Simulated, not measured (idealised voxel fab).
Process module under the name voxel capacitor over wiring
We display cut, a cross-section 300 nm in width whose square cells are each 5 nm.
In this document a cross-section is written as a grid of square cells. It is given as a series of bands, listed from the top down, and a band is one or more rows of cells. Band: top height; bottom height; in nm. Then, left to right: material with width in nm, for each material. "throughout": a single material spanning edge to edge. "empty": empty space. Heights are reckoned from 0. Under this level, the received wafer is all of one material. The bottommost band is open-ended downward, for example "0 -> down". The notation "30 to 40" denotes a width that varies across the rows of cells in the band, beginning at the first number in the top row, finishing at the second number in the bottom row, and changing by an identical amount from each row to the next. Given "left unchanged" for a step, no cell of the cross-section differs between before and after that step. "Unvented cavities" contains a list of empty spaces, each no smaller than 8 cells and without an open way to the top, written in the form width x height at distance with the distance from the left edge and all three in nm. On a step's line, text after the settings is the simulator commenting on that step. "overlay nm" on a masked step: distance the mask lay right of its planned place, negative for left.
## Set out below are the planned steps of the process
1: RECEIVE [material Si]
2: CONFORMAL_DEP [material SiO2] [thk nm 10]
3: DIRECTIONAL_DEP [material TiN] [thk nm 5]
4: DIRECTIONAL_DEP [material W] [thk nm 25]
5: PATTERN [tone cover] [mask id METAL_1] [material resist] [width nm 20] [pitch nm 85] [thk nm 20] [overlay nm -15]
6: DIRECTIONAL_ETCH [etch materials W] [depth nm 25]
7: DIRECTIONAL_ETCH [etch materials TiN] [depth nm 5]
8: STRIP [etch materials resist]
9: FILL_DEP [material SiO2] [thk nm 10]
10: CMP [height nm 40]
11: CONFORMAL_DEP [material SiCN] [thk nm 5]
12: DIRECTIONAL_DEP [material SiO2] [thk nm 20]
13: DIRECTIONAL_DEP [material aC] [thk nm 15]
14: PATTERN [tone open] [mask id PLUG_1] [material resist] [width nm 15] [thk nm 35] [overlay nm 0]
15: DIRECTIONAL_ETCH [etch materials aC] [depth nm 15]
16: STRIP [etch materials resist]
17: DIRECTIONAL_ETCH [etch materials SiO2] [depth nm 20]
18: DIRECTIONAL_ETCH [etch materials SiCN] [depth nm 5]
19: STRIP [etch materials aC]
20: CONFORMAL_DEP [material TiN] [thk nm 5]
21: FILL_DEP [material Cu] [thk nm 10]
22: CMP [height nm 65]
23: DIRECTIONAL_DEP [material TiN] [thk nm 10]
24: DIRECTIONAL_DEP [material Al2O3] [thk nm 5]
25: DIRECTIONAL_DEP [material TiN] [thk nm 5]
26: DIRECTIONAL_DEP [material aC] [thk nm 10]
27: PATTERN [tone cover] [mask id UPPER_PLATE] [material resist] [width nm 70] [thk nm 30] [overlay nm 0]
28: DIRECTIONAL_ETCH [etch materials aC] [depth nm 10]
29: STRIP [etch materials resist]
30: DIRECTIONAL_ETCH [etch materials TiN] [depth nm 5]
31: DIRECTIONAL_ETCH [etch materials Al2O3] [depth nm 5]
32: STRIP [etch materials aC]
33: DIRECTIONAL_DEP [material aC] [thk nm 10]
34: PATTERN [tone cover] [mask id LOWER_PLATE] [material resist] [width nm 80] [thk nm 30] [overlay nm 0]
35: DIRECTIONAL_ETCH [etch materials aC] [depth nm 10]
36: STRIP [etch materials resist]
37: DIRECTIONAL_ETCH [etch materials TiN] [depth nm 10]
38: STRIP [etch materials aC]
39: FILL_DEP [material SiO2] [thk nm 20]
40: CMP [height nm 100]
41: PATTERN [tone open] [mask id PLUG_2] [material resist] [width nm 15] [thk nm 15] [overlay nm 0]
42: DIRECTIONAL_ETCH [etch materials SiO2] [depth nm 15]
43: STRIP [etch materials resist]
44: CONFORMAL_DEP [material TiN] [thk nm 5]
45: FILL_DEP [material W] [thk nm 10]
46: CMP [height nm 100]
47: CONFORMAL_DEP [material SiCN] [thk nm 5]
Wafers differ in overlay nm at step 5; plan lists the first wafer's value; identical starting state.
## first wafer as received, after step 1
> 0 -> down | Si throughout
> Unvented cavities: none
## Cross-sectional representation of the first of several wafers at the end of the module, i.e. after its terminal step, step 47
> 105 -> 100 | SiCN throughout
> 100 -> 90 | SiO2 110 nm, then TiN 5 nm, then W 5 nm, then TiN 5 nm, then SiO2 175 nm
> 90 -> 80 | SiO2 110 to 100 nm, then TiN 15 to 70 nm, then SiO2 175 to 130 nm
> 80 -> 75 | SiO2 100 nm, then Al2O3 70 nm, then SiO2 130 nm
> 75 -> 65 | SiO2 95 nm, then TiN 80 nm, then SiO2 125 nm
> 65 -> 45 | SiO2 100 nm, then TiN 5 nm, then Cu 5 nm, then TiN 5 nm, then SiO2 185 nm
> 45 -> 40 | SiCN 100 nm, then TiN 15 nm, then SiCN 185 nm
> 40 -> 15 | SiO2 80 nm, then W 20 nm, then SiO2 65 nm, then W 20 nm, then SiO2 115 nm
> 15 -> 10 | SiO2 80 nm, then TiN 20 nm, then SiO2 65 nm, then TiN 20 nm, then SiO2 115 nm
> 10 -> 0 | SiO2 throughout
> 0 -> down | Si throughout
> Unvented cavities: none
## Wafer cross-section (last wafer, module end)
> 105 -> 100 | SiCN throughout
> 100 -> 90 | SiO2 110 nm, then TiN 5 nm, then W 5 nm, then TiN 5 nm, then SiO2 175 nm
> 90 -> 80 | SiO2 110 to 100 nm, then TiN 15 to 70 nm, then SiO2 175 to 130 nm
> 80 -> 75 | SiO2 100 nm, then Al2O3 70 nm, then SiO2 130 nm
> 75 -> 65 | SiO2 95 nm, then TiN 80 nm, then SiO2 125 nm
> 65 -> 45 | SiO2 100 nm, then TiN 5 nm, then Cu 5 nm, then TiN 5 nm, then SiO2 185 nm
> 45 -> 40 | SiCN 100 nm, then TiN 15 nm, then SiCN 185 nm
> 40 -> 15 | SiO2 110 nm, then W 20 nm, then SiO2 65 nm, then W 20 nm, then SiO2 85 nm
> 15 -> 10 | SiO2 110 nm, then TiN 20 nm, then SiO2 65 nm, then TiN 20 nm, then SiO2 85 nm
> 10 -> 0 | SiO2 throughout
> 0 -> down | Si throughout
> Unvented cavities: none
## Where each wafer stands at the end of the module, a row apiece: cells of each material gained (+) or lost (-) since it was received, then closed voids
overlay nm -15 | +14 Al2O3 | +4 Cu | +117 SiCN | +1011 SiO2 | +72 TiN | +42 W | Unvented cavities: none
overlay nm -10 | +14 Al2O3 | +4 Cu | +117 SiCN | +1011 SiO2 | +72 TiN | +42 W | Unvented cavities: none
overlay nm -5 | +14 Al2O3 | +4 Cu | +117 SiCN | +1011 SiO2 | +72 TiN | +42 W | Unvented cavities: none
overlay nm 0 | +14 Al2O3 | +4 Cu | +117 SiCN | +1011 SiO2 | +72 TiN | +42 W | Unvented cavities: none
overlay nm 5 | +14 Al2O3 | +4 Cu | +117 SiCN | +1011 SiO2 | +72 TiN | +42 W | Unvented cavities: none
overlay nm 10 | +14 Al2O3 | +4 Cu | +117 SiCN | +1011 SiO2 | +72 TiN | +42 W | Unvented cavities: none
overlay nm 15 | +14 Al2O3 | +4 Cu | +117 SiCN | +1011 SiO2 | +72 TiN | +42 W | Unvented cavities: none
